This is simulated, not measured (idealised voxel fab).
process module | voxel self aligned vias
Square cells of 5 nm make up the cross-section cut, whose width is 280 nm.
If you're reading a cross-section in this doc, picture square cells in a grid; it comes to you as bands, top ones listed first down to the bottom, and a band can be one or more rows of cells. Per band: top height and bottom height in nm, followed by the left-to-right materials and their widths in nm; "all across" marks a single material spanning edge to edge, "blank" marks empty space. Heights are expressed relative to 0, this being the level below which the as-received wafer comprises one material exclusively. The lowest band is unbounded in the downward direction and is denoted as in "top 0, no bottom". The width entry "30->40" should be interpreted row by row: the top row of cells in the band takes the first number, the bottom row takes the second number, and the change between adjacent rows is uniform throughout. Take "nothing changed" at face value: in the step it is given for, the cross-section changed in none of its cells. This entry, "Encapsulated voids", enumerates those empty regions of no fewer than 8 cells that possess no open connection to the top. Each region is reported in the form width x height at distance, the distance being taken from the left edge, with all three quantities expressed in nm. after a step's settings: what the simulator itself notes on the step. Steps that use a mask can have "overlay nm" on their line. It says how far the mask sat to the right of where it was meant to be. Negative means to the left.

-- Below is the list of planned process steps
1,RECEIVE | material Si
2,CONFORMAL_DEP | material SiO2 | thk nm 10
3,CONFORMAL_DEP | material SiCN | thk nm 5
4,DIRECTIONAL_DEP | material lowk | thk nm 25
5,DIRECTIONAL_DEP | material aC | thk nm 15
6,PATTERN | tone open | mask id LINES | material resist | width nm 30 | pitch nm 75 | thk nm 30 | overlay nm 0
7,DIRECTIONAL_ETCH | etch materials aC | depth nm 15
8,STRIP | etch materials resist
9,DIRECTIONAL_ETCH | etch materials lowk | depth nm 25
10,STRIP | etch materials aC
11,CONFORMAL_DEP | material TiN | thk nm 5
12,FILL_DEP | material W | thk nm 5
13,CMP | height nm 40
14,SELECTIVE_ETCH | etch materials W Ru TiN | depth nm 5
15,FILL_DEP | material SiN | thk nm 10
16,CMP | height nm 40
17,DIRECTIONAL_DEP | material lowk | thk nm 15
18,DIRECTIONAL_DEP | material aC | thk nm 15
19,PATTERN | tone open | mask id VIAS | material resist | width nm 50 | thk nm 30 | overlay nm 0
20,DIRECTIONAL_ETCH | etch materials aC | depth nm 15
21,STRIP | etch materials resist
22,DIRECTIONAL_ETCH | etch materials lowk | depth nm 15
23,DIRECTIONAL_ETCH | etch materials SiN | depth nm 5
24,STRIP | etch materials aC
25,CONFORMAL_DEP | material TiN | thk nm 5
26,FILL_DEP | material Ru | thk nm 5
27,CMP | height nm 55
28,CONFORMAL_DEP | material SiCN | thk nm 5

-- Here's what the wafer looked like in cross-section when it arrived - that's after step 1
    top 0, no bottom | Si all across
    Encapsulated voids: none

-- Cross-section: first of two wafers, module finished, run according to plan
    top 60, bottom 55 | SiCN all across
    top 55, bottom 45 | 75 of lowk / 5 of TiN / 40 of Ru / 5 of TiN / 155 of lowk
    top 45, bottom 40 | 75 of lowk / 15 of TiN / 20 of Ru / 15 of TiN / 155 of lowk
    top 40, bottom 35 | 85 of lowk / 30 of TiN / 45 of lowk / 30 of SiN / 90 of lowk
    top 35, bottom 20 | 85 of lowk / 5 of TiN / 20 of W / 5 of TiN / 45 of lowk / 5 of TiN / 20 of W / 5 of TiN / 90 of lowk
    top 20, bottom 15 | 85 of lowk / 30 of TiN / 45 of lowk / 30 of TiN / 90 of lowk
    top 15, bottom 10 | SiCN all across
    top 10, bottom 0 | SiO2 all across
    top 0, no bottom | Si all across
    Encapsulated voids: none

-- Wafer two, sectioned after the module: the first wafer's start, the first wafer's plan, and one mistake in how it was run
    top 60, bottom 55 | SiCN all across
    top 55, bottom 45 | 80 of lowk / 5 of TiN / 40 of Ru / 5 of TiN / 150 of lowk
    top 45, bottom 40 | 80 of lowk / 10 of TiN / 20 of Ru / 20 of TiN / 150 of lowk
    top 40, bottom 35 | 85 of lowk / 30 of TiN / 45 of lowk / 30 of SiN / 90 of lowk
    top 35, bottom 20 | 85 of lowk / 5 of TiN / 20 of W / 5 of TiN / 45 of lowk / 5 of TiN / 20 of W / 5 of TiN / 90 of lowk
    top 20, bottom 15 | 85 of lowk / 30 of TiN / 45 of lowk / 30 of TiN / 90 of lowk
    top 15, bottom 10 | SiCN all across
    top 10, bottom 0 | SiO2 all across
    top 0, no bottom | Si all across
    Encapsulated voids: none
Here's what went sideways: step 19 off recipe, ran as PATTERN | tone open | mask id VIAS | material resist | width nm 50 | thk nm 30 | overlay nm 5
Tallied in cells, the final second wafer holds each material in the same quantity as the first, although not at the same places.
